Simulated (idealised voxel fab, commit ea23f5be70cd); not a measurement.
Presented below is a process module, voxel wiring stack.
Xsec cut, 270 nm wide, square cell size 5 nm.
Throughout this document, each cross-section is represented as a grid of square cells and is presented as a sequence of bands enumerated from the top downward, where a band comprises one or more rows of cells. Heads up on the band format: heights come first, top then bottom, in nm. After that it's the materials left to right, each with its width in nm. A single material flagged "all across" fills the whole band edge to edge, and "blank" means there's empty space there. Heads up on the height convention: 0 is the point under which the incoming wafer is all one material, and the lowest band has no bottom, it just keeps going down, like "top 0, no bottom". Width: "30->40" (first number = top row, second number = bottom row, same change from row to row of cells). The designation "no modification", where it is given for a processing step, indicates that no cell of the cross-section was altered in the course of that step. "Enclosed void inventory" contains a list of empty spaces, each no smaller than 8 cells and without an open way to the top, written in the form width x height at distance with the distance from the left edge and all three in nm. Past the settings on a step's line: simulator remark, on that step. You can add "overlay nm" to a step's line. For a step with a mask, it describes how far the mask lay to the right of its planned position, and a negative number describes a lay to the left. Every pair from here on: before one process step, after it. The after cross-section reaches only to the lowest band that changed. Below the pair: the step in between and its settings. Pairs can belong to different runs of this module on the same starting wafer; a pair carries on from the pair above only if the entry headed "Ahead of processing" says so.
# Ahead of processing
	top 75, bottom 70: 80 SiCN, then 20 TiN, then 25 SiCN, then 20 TiN, then 25 SiCN, then 20 TiN, then 80 SiCN
	top 70, bottom 35: SiO2 all across
	top 35, bottom 20: 80 SiO2, then 5 TiN, then 10 Cu, then 5 TiN, then 25 SiO2, then 5 TiN, then 10 Cu, then 5 TiN, then 25 SiO2, then 5 TiN, then 10 Cu, then 5 TiN, then 80 SiO2
	top 20, bottom 15: 80 SiCN, then 20 TiN, then 25 SiCN, then 20 TiN, then 25 SiCN, then 20 TiN, then 80 SiCN
	top 15, bottom 0: SiO2 all across
	top 0, no bottom: Si all across
	Enclosed void inventory: none
# State After Step
	top 80, bottom 75: SiCN all across
	Note: structure below 75 unchanged.
	Enclosed void inventory: none
Applied between the two views above: op CONFORMAL_DEP | material SiCN | thk nm 5
# Ahead of processing
	top 20, bottom 15: SiCN all across
	top 15, bottom 0: SiO2 all across
	top 0, no bottom: Si all across
	Enclosed void inventory: none
# State After Step
	top 25, bottom 20: SiO2 all across
	Note: structure below 20 unchanged.
	Enclosed void inventory: none
Applied between the two views above: op DIRECTIONAL_DEP | material SiO2 | thk nm 5
Ahead of processing: The cross-section prior to this step is the one presented after the step of the pair immediately above.
# State After Step
	top 40, bottom 25: 80 resist, then 20 blank, then 25 resist, then 20 blank, then 25 resist, then 20 blank, then 80 resist
	Note: structure below 25 unchanged.
	Enclosed void inventory: none
Applied between the two views above: op PATTERN | tone open | mask id METAL_1 | material resist | width nm 20 | pitch nm 45 | thk nm 15 | overlay nm 0
Ahead of processing: The cross-section prior to this step is the one presented after the step of the pair immediately above.
# State After Step
	top 40, bottom 25: 80 resist, then 20 blank, then 25 resist, then 20 blank, then 25 resist, then 20 blank, then 80 resist
	top 25, bottom 20: 80 SiO2, then 20 blank, then 25 SiO2, then 20 blank, then 25 SiO2, then 20 blank, then 80 SiO2
	Note: structure below 20 unchanged.
	Enclosed void inventory: none
Applied between the two views above: op DIRECTIONAL_ETCH | etch materials SiO2 | depth nm 15
Ahead of processing: The cross-section prior to this step is the one presented after the step of the pair immediately above.
# State After Step
	top 40, bottom 25: 80 resist, then 20 blank, then 25 resist, then 20 blank, then 25 resist, then 20 blank, then 80 resist
	top 25, bottom 20: 80 SiO2, then 20 blank, then 25 SiO2, then 20 blank, then 25 SiO2, then 20 blank, then 80 SiO2
	top 20, bottom 15: 80 SiCN, then 20 blank, then 25 SiCN, then 20 blank, then 25 SiCN, then 20 blank, then 80 SiCN
	Note: structure below 15 unchanged.
	Enclosed void inventory: none
Applied between the two views above: op DIRECTIONAL_ETCH | etch materials SiCN | depth nm 5
Ahead of processing: The cross-section prior to this step is the one presented after the step of the pair immediately above.
# State After Step
	top 25, bottom 20: 80 SiO2, then 20 blank, then 25 SiO2, then 20 blank, then 25 SiO2, then 20 blank, then 80 SiO2
	Note: structure below 20 unchanged.
	Enclosed void inventory: none
Applied between the two views above: op STRIP | etch materials resist
Ahead of processing: The cross-section prior to this step is the one presented after the step of the pair immediately above.
# State After Step
	top 30, bottom 25: 85 TiN, then 10 blank, then 35 TiN, then 10 blank, then 35 TiN, then 10 blank, then 85 TiN
	top 25, bottom 20: 80 SiO2, then 5 TiN, then 10 blank, then 5 TiN, then 25 SiO2, then 5 TiN, then 10 blank, then 5 TiN, then 25 SiO2, then 5 TiN, then 10 blank, then 5 TiN, then 80 SiO2
	top 20, bottom 15: 80 SiCN, then 20 TiN, then 25 SiCN, then 20 TiN, then 25 SiCN, then 20 TiN, then 80 SiCN
	Note: structure below 15 unchanged.
	Enclosed void inventory: none
Applied between the two views above: op CONFORMAL_DEP | material TiN | thk nm 5
Ahead of processing: The cross-section prior to this step is the one presented after the step of the pair immediately above.
# State After Step
	top 40, bottom 30: Cu all across
	top 30, bottom 25: 85 TiN, then 10 Cu, then 35 TiN, then 10 Cu, then 35 TiN, then 10 Cu, then 85 TiN
	top 25, bottom 20: 80 SiO2, then 5 TiN, then 10 Cu, then 5 TiN, then 25 SiO2, then 5 TiN, then 10 Cu, then 5 TiN, then 25 SiO2, then 5 TiN, then 10 Cu, then 5 TiN, then 80 SiO2
	Note: structure below 20 unchanged.
	Enclosed void inventory: none
Applied between the two views above: op FILL_DEP | material Cu | thk nm 10
Ahead of processing: The cross-section prior to this step is the one presented after the step of the pair immediately above.
# State After Step
	top 35, bottom 30: Cu all across
	Note: structure below 30 unchanged.
	Enclosed void inventory: none
Applied between the two views above: op CMP | height nm 35
Ahead of processing: The cross-section prior to this step is the one presented after the step of the pair immediately above.
# State After Step
	top 40, bottom 35: SiCN all across
	Note: structure below 35 unchanged.
	Enclosed void inventory: none
Applied between the two views above: op CONFORMAL_DEP | material SiCN | thk nm 5
Ahead of processing: The cross-section prior to this step is the one presented after the step of the pair immediately above.
# State After Step
	top 75, bottom 40: SiO2 all across
	Note: structure below 40 unchanged.
	Enclosed void inventory: none
Applied between the two views above: op DIRECTIONAL_DEP | material SiO2 | thk nm 35
Ahead of processing: The cross-section prior to this step is the one presented after the step of the pair immediately above.
# State After Step
	top 90, bottom 75: 80 resist, then 15 blank, then 75 resist, then 15 blank, then 85 resist
	Note: structure below 75 unchanged.
	Enclosed void inventory: none
Applied between the two views above: op PATTERN | tone open | mask id METAL_2_HOLES | material resist | width nm 15 | pitch nm 90 | thk nm 15 | overlay nm 0
Ahead of processing: The cross-section prior to this step is the one presented after the step of the pair immediately above.
# State After Step
	top 90, bottom 75: 80 resist, then 15 blank, then 75 resist, then 15 blank, then 85 resist
	top 75, bottom 40: 80 SiO2, then 15 blank, then 75 SiO2, then 15 blank, then 85 SiO2
	Note: structure below 40 unchanged.
	Enclosed void inventory: none
Applied between the two views above: op DIRECTIONAL_ETCH | etch materials SiO2 | depth nm 35
Ahead of processing: The cross-section prior to this step is the one presented after the step of the pair immediately above.
# State After Step
	top 75, bottom 40: 80 SiO2, then 15 blank, then 75 SiO2, then 15 blank, then 85 SiO2
	Note: structure below 40 unchanged.
	Enclosed void inventory: none
Applied between the two views above: op STRIP | etch materials resist
Ahead of processing: The cross-section prior to this step is the one presented after the step of the pair immediately above.
# State After Step
	top 90, bottom 75: 80 resist, then 20 blank, then 25 resist, then 20 blank, then 25 resist, then 20 blank, then 80 resist
	Note: structure below 75 unchanged.
	Enclosed void inventory: none
Applied between the two views above: op PATTERN | tone open | mask id METAL_2 | material resist | width nm 20 | pitch nm 45 | thk nm 15 | overlay nm 0
Ahead of processing: The cross-section prior to this step is the one presented after the step of the pair immediately above.
# State After Step
	top 90, bottom 75: 80 resist, then 20 blank, then 25 resist, then 20 blank, then 25 resist, then 20 blank, then 80 resist
	top 75, bottom 55: 80 SiO2, then 20 blank, then 25 SiO2, then 20 blank, then 25 SiO2, then 20 blank, then 80 SiO2
	Note: structure below 55 unchanged.
	Enclosed void inventory: none
Applied between the two views above: op DIRECTIONAL_ETCH | etch materials SiO2 | depth nm 20
Ahead of processing: The cross-section prior to this step is the one presented after the step of the pair immediately above.
# State After Step
	top 90, bottom 75: 80 resist, then 20 blank, then 25 resist, then 20 blank, then 25 resist, then 20 blank, then 80 resist
	top 75, bottom 55: 80 SiO2, then 20 blank, then 25 SiO2, then 20 blank, then 25 SiO2, then 20 blank, then 80 SiO2
	top 55, bottom 40: 80 SiO2, then 15 blank, then 75 SiO2, then 15 blank, then 85 SiO2
	top 40, bottom 35: 80 SiCN, then 15 blank, then 75 SiCN, then 15 blank, then 85 SiCN
	Note: structure below 35 unchanged.
	Enclosed void inventory: none
Applied between the two views above: op DIRECTIONAL_ETCH | etch materials SiCN | depth nm 5
Ahead of processing: The cross-section prior to this step is the one presented after the step of the pair immediately above.
# State After Step
	top 75, bottom 55: 80 SiO2, then 20 blank, then 25 SiO2, then 20 blank, then 25 SiO2, then 20 blank, then 80 SiO2
	Note: structure below 55 unchanged.
	Enclosed void inventory: none
Applied between the two views above: op STRIP | etch materials resist
Ahead of processing: The cross-section prior to this step is the one presented after the step of the pair immediately above.
# State After Step
	top 80, bottom 75: 85 TiN, then 10 blank, then 35 TiN, then 10 blank, then 35 TiN, then 10 blank, then 85 TiN
	top 75, bottom 60: 80 SiO2, then 5 TiN, then 10 blank, then 5 TiN, then 25 SiO2, then 5 TiN, then 10 blank, then 5 TiN, then 25 SiO2, then 5 TiN, then 10 blank, then 5 TiN, then 80 SiO2
	top 60, bottom 55: 80 SiO2, then 5 TiN, then 5 blank, then 10 TiN, then 25 SiO2, then 20 TiN, then 25 SiO2, then 5 TiN, then 5 blank, then 10 TiN, then 80 SiO2
	top 55, bottom 40: 80 SiO2, then 5 TiN, then 5 blank, then 5 TiN, then 75 SiO2, then 5 TiN, then 5 blank, then 5 TiN, then 85 SiO2
	top 40, bottom 35: 80 SiCN, then 15 TiN, then 75 SiCN, then 15 TiN, then 85 SiCN
	Note: structure below 35 unchanged.
	Enclosed void inventory: none
Applied between the two views above: op CONFORMAL_DEP | material TiN | thk nm 5
Ahead of processing: The cross-section prior to this step is the one presented after the step of the pair immediately above.
# State After Step
	top 85, bottom 80: Cu all across
	top 80, bottom 75: 85 TiN, then 10 Cu, then 35 TiN, then 10 Cu, then 35 TiN, then 10 Cu, then 85 TiN
	top 75, bottom 60: 80 SiO2, then 5 TiN, then 10 Cu, then 5 TiN, then 25 SiO2, then 5 TiN, then 10 Cu, then 5 TiN, then 25 SiO2, then 5 TiN, then 10 Cu, then 5 TiN, then 80 SiO2
	top 60, bottom 55: 80 SiO2, then 5 TiN, then 5 Cu, then 10 TiN, then 25 SiO2, then 20 TiN, then 25 SiO2, then 5 TiN, then 5 Cu, then 10 TiN, then 80 SiO2
	top 55, bottom 40: 80 SiO2, then 5 TiN, then 5 Cu, then 5 TiN, then 75 SiO2, then 5 TiN, then 5 Cu, then 5 TiN, then 85 SiO2
	Note: structure below 40 unchanged.
	Enclosed void inventory: none
Applied between the two views above: op FILL_DEP | material Cu | thk nm 5
Ahead of processing: The cross-section prior to this step is the one presented after the step of the pair immediately above.
# State After Step
	top 75, bottom 60: 80 SiO2, then 5 TiN, then 10 Cu, then 5 TiN, then 25 SiO2, then 5 TiN, then 10 Cu, then 5 TiN, then 25 SiO2, then 5 TiN, then 10 Cu, then 5 TiN, then 80 SiO2
	Note: structure below 60 unchanged.
	Enclosed void inventory: none
Applied between the two views above: op CMP | height nm 75
Ahead of processing: The cross-section prior to this step is the one presented after the step of the pair immediately above.
# State After Step
	top 80, bottom 75: SiCN all across
	Note: structure below 75 unchanged.
	Enclosed void inventory: none
Applied between the two views above: op CONFORMAL_DEP | material SiCN | thk nm 5
# Ahead of processing
	top 75, bottom 40: SiO2 all across
	top 40, bottom 35: SiCN all across
	top 35, bottom 20: 80 SiO2, then 5 TiN, then 10 Cu, then 5 TiN, then 25 SiO2, then 5 TiN, then 10 Cu, then 5 TiN, then 25 SiO2, then 5 TiN, then 10 Cu, then 5 TiN, then 80 SiO2
	top 20, bottom 15: 80 SiCN, then 20 TiN, then 25 SiCN, then 20 TiN, then 25 SiCN, then 20 TiN, then 80 SiCN
	top 15, bottom 0: SiO2 all across
	top 0, no bottom: Si all across
	Enclosed void inventory: none
# State After Step
	top 90, bottom 75: 75 resist, then 25 blank, then 65 resist, then 25 blank, then 80 resist
	Note: structure below 75 unchanged.
	Enclosed void inventory: none
Applied between the two views above: op PATTERN | tone open | mask id METAL_2_HOLES | material resist | width nm 25 | pitch nm 90 | thk nm 15 | overlay nm 0
Ahead of processing: The cross-section prior to this step is the one presented after the step of the pair immediately above.
# State After Step
	top 90, bottom 75: 75 resist, then 25 blank, then 65 resist, then 25 blank, then 80 resist
	top 75, bottom 40: 75 SiO2, then 25 blank, then 65 SiO2, then 25 blank, then 80 SiO2
	Note: structure below 40 unchanged.
	Enclosed void inventory: none
Applied between the two views above: op DIRECTIONAL_ETCH | etch materials SiO2 | depth nm 35
Ahead of processing: The cross-section prior to this step is the one presented after the step of the pair immediately above.
# State After Step
	top 75, bottom 40: 75 SiO2, then 25 blank, then 65 SiO2, then 25 blank, then 80 SiO2
	Note: structure below 40 unchanged.
	Enclosed void inventory: none
Applied between the two views above: op STRIP | etch materials resist
Ahead of processing: The cross-section prior to this step is the one presented after the step of the pair immediately above.
# State After Step
	top 90, bottom 75: 80 resist, then 20 blank, then 25 resist, then 20 blank, then 25 resist, then 20 blank, then 80 resist
	top 75, bottom 40: 75 SiO2, then 5 resist, then 20 blank, then 65 SiO2, then 5 resist, then 20 blank, then 80 SiO2
	Note: structure below 40 unchanged.
	Enclosed void inventory: none
Applied between the two views above: op PATTERN | tone open | mask id METAL_2 | material resist | width nm 20 | pitch nm 45 | thk nm 15 | overlay nm 0
Ahead of processing: The cross-section prior to this step is the one presented after the step of the pair immediately above.
# State After Step
	top 90, bottom 75: 80 resist, then 20 blank, then 25 resist, then 20 blank, then 25 resist, then 20 blank, then 80 resist
	top 75, bottom 55: 75 SiO2, then 5 resist, then 20 blank, then 25 SiO2, then 20 blank, then 20 SiO2, then 5 resist, then 20 blank, then 80 SiO2
	Note: structure below 55 unchanged.
	Enclosed void inventory: none
Applied between the two views above: op DIRECTIONAL_ETCH | etch materials SiO2 | depth nm 20
Ahead of processing: The cross-section prior to this step is the one presented after the step of the pair immediately above.
# State After Step
	top 90, bottom 75: 80 resist, then 20 blank, then 25 resist, then 20 blank, then 25 resist, then 20 blank, then 80 resist
	top 75, bottom 55: 75 SiO2, then 5 resist, then 20 blank, then 25 SiO2, then 20 blank, then 20 SiO2, then 5 resist, then 20 blank, then 80 SiO2
	top 55, bottom 40: 75 SiO2, then 5 resist, then 20 blank, then 65 SiO2, then 5 resist, then 20 blank, then 80 SiO2
	top 40, bottom 35: 80 SiCN, then 20 blank, then 70 SiCN, then 20 blank, then 80 SiCN
	Note: structure below 35 unchanged.
	Enclosed void inventory: none
Applied between the two views above: op DIRECTIONAL_ETCH | etch materials SiCN | depth nm 5
Ahead of processing: The cross-section prior to this step is the one presented after the step of the pair immediately above.
# State After Step
	top 75, bottom 55: 75 SiO2, then 25 blank, then 25 SiO2, then 20 blank, then 20 SiO2, then 25 blank, then 80 SiO2
	top 55, bottom 40: 75 SiO2, then 25 blank, then 65 SiO2, then 25 blank, then 80 SiO2
	Note: structure below 40 unchanged.
	Enclosed void inventory: none
Applied between the two views above: op STRIP | etch materials resist
Ahead of processing: The cross-section prior to this step is the one presented after the step of the pair immediately above.
# State After Step
	top 80, bottom 75: 80 TiN, then 15 blank, then 35 TiN, then 10 blank, then 30 TiN, then 15 blank, then 85 TiN
	top 75, bottom 60: 75 SiO2, then 5 TiN, then 15 blank, then 5 TiN, then 25 SiO2, then 5 TiN, then 10 blank, then 5 TiN, then 20 SiO2, then 5 TiN, then 15 blank, then 5 TiN, then 80 SiO2
	top 60, bottom 55: 75 SiO2, then 5 TiN, then 15 blank, then 5 TiN, then 25 SiO2, then 20 TiN, then 20 SiO2, then 5 TiN, then 15 blank, then 5 TiN, then 80 SiO2
	top 55, bottom 45: 75 SiO2, then 5 TiN, then 15 blank, then 5 TiN, then 65 SiO2, then 5 TiN, then 15 blank, then 5 TiN, then 80 SiO2
	top 45, bottom 40: 75 SiO2, then 10 TiN, then 10 blank, then 5 TiN, then 65 SiO2, then 10 TiN, then 10 blank, then 5 TiN, then 80 SiO2
	top 40, bottom 35: 80 SiCN, then 20 TiN, then 70 SiCN, then 20 TiN, then 80 SiCN
	Note: structure below 35 unchanged.
	Enclosed void inventory: none
Applied between the two views above: op CONFORMAL_DEP | material TiN | thk nm 5
Ahead of processing: The cross-section prior to this step is the one presented after the step of the pair immediately above.
# State After Step
	top 85, bottom 80: Cu all across
	top 80, bottom 75: 80 TiN, then 15 Cu, then 35 TiN, then 10 Cu, then 30 TiN, then 15 Cu, then 85 TiN
	top 75, bottom 60: 75 SiO2, then 5 TiN, then 15 Cu, then 5 TiN, then 25 SiO2, then 5 TiN, then 10 Cu, then 5 TiN, then 20 SiO2, then 5 TiN, then 15 Cu, then 5 TiN, then 80 SiO2
	top 60, bottom 55: 75 SiO2, then 5 TiN, then 15 Cu, then 5 TiN, then 25 SiO2, then 20 TiN, then 20 SiO2, then 5 TiN, then 15 Cu, then 5 TiN, then 80 SiO2
	top 55, bottom 45: 75 SiO2, then 5 TiN, then 15 Cu, then 5 TiN, then 65 SiO2, then 5 TiN, then 15 Cu, then 5 TiN, then 80 SiO2
	top 45, bottom 40: 75 SiO2, then 10 TiN, then 10 Cu, then 5 TiN, then 65 SiO2, then 10 TiN, then 10 Cu, then 5 TiN, then 80 SiO2
	Note: structure below 40 unchanged.
	Enclosed void inventory: none
Applied between the two views above: op FILL_DEP | material Cu | thk nm 5
Ahead of processing: The cross-section prior to this step is the one presented after the step of the pair immediately above.
# State After Step
	top 75, bottom 60: 75 SiO2, then 5 TiN, then 15 Cu, then 5 TiN, then 25 SiO2, then 5 TiN, then 10 Cu, then 5 TiN, then 20 SiO2, then 5 TiN, then 15 Cu, then 5 TiN, then 80 SiO2
	Note: structure below 60 unchanged.
	Enclosed void inventory: none
Applied between the two views above: op CMP | height nm 75
Ahead of processing: The cross-section prior to this step is the one presented after the step of the pair immediately above.
# State After Step
	top 80, bottom 75: SiCN all across
	Note: structure below 75 unchanged.
	Enclosed void inventory: none
Applied between the two views above: op CONFORMAL_DEP | material SiCN | thk nm 5
# Ahead of processing
	top 75, bottom 40: 80 SiO2, then 15 blank, then 75 SiO2, then 15 blank, then 85 SiO2
	top 40, bottom 35: SiCN all across
	top 35, bottom 20: 80 SiO2, then 5 TiN, then 10 Cu, then 5 TiN, then 25 SiO2, then 5 TiN, then 10 Cu, then 5 TiN, then 25 SiO2, then 5 TiN, then 10 Cu, then 5 TiN, then 80 SiO2
	top 20, bottom 15: 80 SiCN, then 20 TiN, then 25 SiCN, then 20 TiN, then 25 SiCN, then 20 TiN, then 80 SiCN
	top 15, bottom 0: SiO2 all across
	top 0, no bottom: Si all across
	Enclosed void inventory: none
# State After Step
	top 90, bottom 75: 85 resist, then 20 blank, then 25 resist, then 20 blank, then 25 resist, then 20 blank, then 75 resist
	top 75, bottom 40: 80 SiO2, then 5 resist, then 10 blank, then 75 SiO2, then 5 resist, then 10 blank, then 85 SiO2
	Note: structure below 40 unchanged.
	Enclosed void inventory: none
Applied between the two views above: op PATTERN | tone open | mask id METAL_2 | material resist | width nm 20 | pitch nm 45 | thk nm 15 | overlay nm 5
Ahead of processing: The cross-section prior to this step is the one presented after the step of the pair immediately above.
# State After Step
	top 90, bottom 75: 85 resist, then 20 blank, then 25 resist, then 20 blank, then 25 resist, then 20 blank, then 75 resist
	top 75, bottom 55: 80 SiO2, then 5 resist, then 20 blank, then 25 SiO2, then 20 blank, then 20 SiO2, then 5 resist, then 20 blank, then 75 SiO2
	Note: structure below 55 unchanged.
	Enclosed void inventory: none
Applied between the two views above: op DIRECTIONAL_ETCH | etch materials SiO2 | depth nm 20
Ahead of processing: The cross-section prior to this step is the one presented after the step of the pair immediately above.
# State After Step
	top 90, bottom 75: 85 resist, then 20 blank, then 25 resist, then 20 blank, then 25 resist, then 20 blank, then 75 resist
	top 75, bottom 55: 80 SiO2, then 5 resist, then 20 blank, then 25 SiO2, then 20 blank, then 20 SiO2, then 5 resist, then 20 blank, then 75 SiO2
	top 55, bottom 40: 80 SiO2, then 5 resist, then 10 blank, then 75 SiO2, then 5 resist, then 10 blank, then 85 SiO2
	top 40, bottom 35: 85 SiCN, then 10 blank, then 80 SiCN, then 10 blank, then 85 SiCN
	Note: structure below 35 unchanged.
	Enclosed void inventory: none
Applied between the two views above: op DIRECTIONAL_ETCH | etch materials SiCN | depth nm 5
Ahead of processing: The cross-section prior to this step is the one presented after the step of the pair immediately above.
# State After Step
	top 75, bottom 55: 80 SiO2, then 25 blank, then 25 SiO2, then 20 blank, then 20 SiO2, then 25 blank, then 75 SiO2
	top 55, bottom 40: 80 SiO2, then 15 blank, then 75 SiO2, then 15 blank, then 85 SiO2
	Note: structure below 40 unchanged.
	Enclosed void inventory: none
Applied between the two views above: op STRIP | etch materials resist
Ahead of processing: The cross-section prior to this step is the one presented after the step of the pair immediately above.
# State After Step
	top 80, bottom 75: 85 TiN, then 15 blank, then 35 TiN, then 10 blank, then 30 TiN, then 15 blank, then 80 TiN
	top 75, bottom 60: 80 SiO2, then 5 TiN, then 15 blank, then 5 TiN, then 25 SiO2, then 5 TiN, then 10 blank, then 5 TiN, then 20 SiO2, then 5 TiN, then 15 blank, then 5 TiN, then 75 SiO2
	top 60, bottom 55: 80 SiO2, then 5 TiN, then 5 blank, then 15 TiN, then 25 SiO2, then 20 TiN, then 20 SiO2, then 5 TiN, then 5 blank, then 15 TiN, then 75 SiO2
	top 55, bottom 45: 80 SiO2, then 5 TiN, then 5 blank, then 5 TiN, then 75 SiO2, then 5 TiN, then 5 blank, then 5 TiN, then 85 SiO2
	top 45, bottom 40: 80 SiO2, then 15 TiN, then 75 SiO2, then 15 TiN, then 85 SiO2
	top 40, bottom 35: 85 SiCN, then 10 TiN, then 80 SiCN, then 10 TiN, then 85 SiCN
	Note: structure below 35 unchanged.
	Enclosed void inventory: none
Applied between the two views above: op CONFORMAL_DEP | material TiN | thk nm 5
Ahead of processing: The cross-section prior to this step is the one presented after the step of the pair immediately above.
# State After Step
	top 85, bottom 80: Cu all across
	top 80, bottom 75: 85 TiN, then 15 Cu, then 35 TiN, then 10 Cu, then 30 TiN, then 15 Cu, then 80 TiN
	top 75, bottom 60: 80 SiO2, then 5 TiN, then 15 Cu, then 5 TiN, then 25 SiO2, then 5 TiN, then 10 Cu, then 5 TiN, then 20 SiO2, then 5 TiN, then 15 Cu, then 5 TiN, then 75 SiO2
	top 60, bottom 55: 80 SiO2, then 5 TiN, then 5 Cu, then 15 TiN, then 25 SiO2, then 20 TiN, then 20 SiO2, then 5 TiN, then 5 Cu, then 15 TiN, then 75 SiO2
	top 55, bottom 45: 80 SiO2, then 5 TiN, then 5 Cu, then 5 TiN, then 75 SiO2, then 5 TiN, then 5 Cu, then 5 TiN, then 85 SiO2
	Note: structure below 45 unchanged.
	Enclosed void inventory: none
Applied between the two views above: op FILL_DEP | material Cu | thk nm 5
Ahead of processing: The cross-section prior to this step is the one presented after the step of the pair immediately above.
# State After Step
	top 75, bottom 60: 80 SiO2, then 5 TiN, then 15 Cu, then 5 TiN, then 25 SiO2, then 5 TiN, then 10 Cu, then 5 TiN, then 20 SiO2, then 5 TiN, then 15 Cu, then 5 TiN, then 75 SiO2
	Note: structure below 60 unchanged.
	Enclosed void inventory: none
Applied between the two views above: op CMP | height nm 75
Ahead of processing: The cross-section prior to this step is the one presented after the step of the pair immediately above.
# State After Step
	top 80, bottom 75: SiCN all across
	Note: structure below 75 unchanged.
	Enclosed void inventory: none
Applied between the two views above: op CONFORMAL_DEP | material SiCN | thk nm 5
# Ahead of processing
	top 35, bottom 20: 80 SiO2, then 20 blank, then 25 SiO2, then 20 blank, then 25 SiO2, then 20 blank, then 80 SiO2
	top 20, bottom 15: 80 SiCN, then 20 blank, then 25 SiCN, then 20 blank, then 25 SiCN, then 20 blank, then 80 SiCN
	top 15, bottom 0: SiO2 all across
	top 0, no bottom: Si all across
	Enclosed void inventory: none
# State After Step
	top 40, bottom 35: 85 SiCN, then 10 blank, then 35 SiCN, then 10 blank, then 35 SiCN, then 10 blank, then 85 SiCN
	top 35, bottom 20: 80 SiO2, then 5 SiCN, then 10 blank, then 5 SiCN, then 25 SiO2, then 5 SiCN, then 10 blank, then 5 SiCN, then 25 SiO2, then 5 SiCN, then 10 blank, then 5 SiCN, then 80 SiO2
	top 20, bottom 15: SiCN all across
	Note: structure below 15 unchanged.
	Enclosed void inventory: none
Applied between the two views above: op CONFORMAL_DEP | material SiCN | thk nm 5
Ahead of processing: The cross-section prior to this step is the one presented after the step of the pair immediately above.
# State After Step
	top 50, bottom 40: Cu all across
	top 40, bottom 35: 85 SiCN, then 10 Cu, then 35 SiCN, then 10 Cu, then 35 SiCN, then 10 Cu, then 85 SiCN
	top 35, bottom 20: 80 SiO2, then 5 SiCN, then 10 Cu, then 5 SiCN, then 25 SiO2, then 5 SiCN, then 10 Cu, then 5 SiCN, then 25 SiO2, then 5 SiCN, then 10 Cu, then 5 SiCN, then 80 SiO2
	Note: structure below 20 unchanged.
	Enclosed void inventory: none
Applied between the two views above: op FILL_DEP | material Cu | thk nm 10
Ahead of processing: The cross-section prior to this step is the one presented after the step of the pair immediately above.
# State After Step
	top 35, bottom 20: 80 SiO2, then 5 SiCN, then 10 Cu, then 5 SiCN, then 25 SiO2, then 5 SiCN, then 10 Cu, then 5 SiCN, then 25 SiO2, then 5 SiCN, then 10 Cu, then 5 SiCN, then 80 SiO2
	Note: structure below 20 unchanged.
	Enclosed void inventory: none
Applied between the two views above: op CMP | height nm 35
Ahead of processing: The cross-section prior to this step is the one presented after the step of the pair immediately above.
# State After Step
	top 40, bottom 35: SiCN all across
	Note: structure below 35 unchanged.
	Enclosed void inventory: none
Applied between the two views above: op CONFORMAL_DEP | material SiCN | thk nm 5
Ahead of processing: The cross-section prior to this step is the one presented after the step of the pair immediately above.
# State After Step
	top 75, bottom 40: SiO2 all across
	Note: structure below 40 unchanged.
	Enclosed void inventory: none
Applied between the two views above: op DIRECTIONAL_DEP | material SiO2 | thk nm 35
Ahead of processing: The cross-section prior to this step is the one presented after the step of the pair immediately above.
# State After Step
	top 90, bottom 75: 80 resist, then 15 blank, then 75 resist, then 15 blank, then 85 resist
	Note: structure below 75 unchanged.
	Enclosed void inventory: none
Applied between the two views above: op PATTERN | tone open | mask id METAL_2_HOLES | material resist | width nm 15 | pitch nm 90 | thk nm 15 | overlay nm 0
Ahead of processing: The cross-section prior to this step is the one presented after the step of the pair immediately above.
# State After Step
	top 90, bottom 75: 80 resist, then 15 blank, then 75 resist, then 15 blank, then 85 resist
	top 75, bottom 40: 80 SiO2, then 15 blank, then 75 SiO2, then 15 blank, then 85 SiO2
	Note: structure below 40 unchanged.
	Enclosed void inventory: none
Applied between the two views above: op DIRECTIONAL_ETCH | etch materials SiO2 | depth nm 35
Ahead of processing: The cross-section prior to this step is the one presented after the step of the pair immediately above.
# State After Step
	top 75, bottom 40: 80 SiO2, then 15 blank, then 75 SiO2, then 15 blank, then 85 SiO2
	Note: structure below 40 unchanged.
	Enclosed void inventory: none
Applied between the two views above: op STRIP | etch materials resist
Ahead of processing: The cross-section prior to this step is the one presented after the step of the pair immediately above.
# State After Step
	top 90, bottom 75: 80 resist, then 20 blank, then 25 resist, then 20 blank, then 25 resist, then 20 blank, then 80 resist
	Note: structure below 75 unchanged.
	Enclosed void inventory: none
Applied between the two views above: op PATTERN | tone open | mask id METAL_2 | material resist | width nm 20 | pitch nm 45 | thk nm 15 | overlay nm 0
Ahead of processing: The cross-section prior to this step is the one presented after the step of the pair immediately above.
# State After Step
	top 90, bottom 75: 80 resist, then 20 blank, then 25 resist, then 20 blank, then 25 resist, then 20 blank, then 80 resist
	top 75, bottom 55: 80 SiO2, then 20 blank, then 25 SiO2, then 20 blank, then 25 SiO2, then 20 blank, then 80 SiO2
	Note: structure below 55 unchanged.
	Enclosed void inventory: none
Applied between the two views above: op DIRECTIONAL_ETCH | etch materials SiO2 | depth nm 20
Ahead of processing: The cross-section prior to this step is the one presented after the step of the pair immediately above.
# State After Step
	top 90, bottom 75: 80 resist, then 20 blank, then 25 resist, then 20 blank, then 25 resist, then 20 blank, then 80 resist
	top 75, bottom 55: 80 SiO2, then 20 blank, then 25 SiO2, then 20 blank, then 25 SiO2, then 20 blank, then 80 SiO2
	top 55, bottom 40: 80 SiO2, then 15 blank, then 75 SiO2, then 15 blank, then 85 SiO2
	top 40, bottom 35: 80 SiCN, then 15 blank, then 75 SiCN, then 15 blank, then 85 SiCN
	Note: structure below 35 unchanged.
	Enclosed void inventory: none
Applied between the two views above: op DIRECTIONAL_ETCH | etch materials SiCN | depth nm 5
Ahead of processing: The cross-section prior to this step is the one presented after the step of the pair immediately above.
# State After Step
	top 75, bottom 55: 80 SiO2, then 20 blank, then 25 SiO2, then 20 blank, then 25 SiO2, then 20 blank, then 80 SiO2
	Note: structure below 55 unchanged.
	Enclosed void inventory: none
Applied between the two views above: op STRIP | etch materials resist
Ahead of processing: The cross-section prior to this step is the one presented after the step of the pair immediately above.
# State After Step
	top 80, bottom 75: 85 TiN, then 10 blank, then 35 TiN, then 10 blank, then 35 TiN, then 10 blank, then 85 TiN
	top 75, bottom 60: 80 SiO2, then 5 TiN, then 10 blank, then 5 TiN, then 25 SiO2, then 5 TiN, then 10 blank, then 5 TiN, then 25 SiO2, then 5 TiN, then 10 blank, then 5 TiN, then 80 SiO2
	top 60, bottom 55: 80 SiO2, then 5 TiN, then 5 blank, then 10 TiN, then 25 SiO2, then 20 TiN, then 25 SiO2, then 5 TiN, then 5 blank, then 10 TiN, then 80 SiO2
	top 55, bottom 40: 80 SiO2, then 5 TiN, then 5 blank, then 5 TiN, then 75 SiO2, then 5 TiN, then 5 blank, then 5 TiN, then 85 SiO2
	top 40, bottom 35: 80 SiCN, then 15 TiN, then 75 SiCN, then 15 TiN, then 85 SiCN
	Note: structure below 35 unchanged.
	Enclosed void inventory: none
Applied between the two views above: op CONFORMAL_DEP | material TiN | thk nm 5
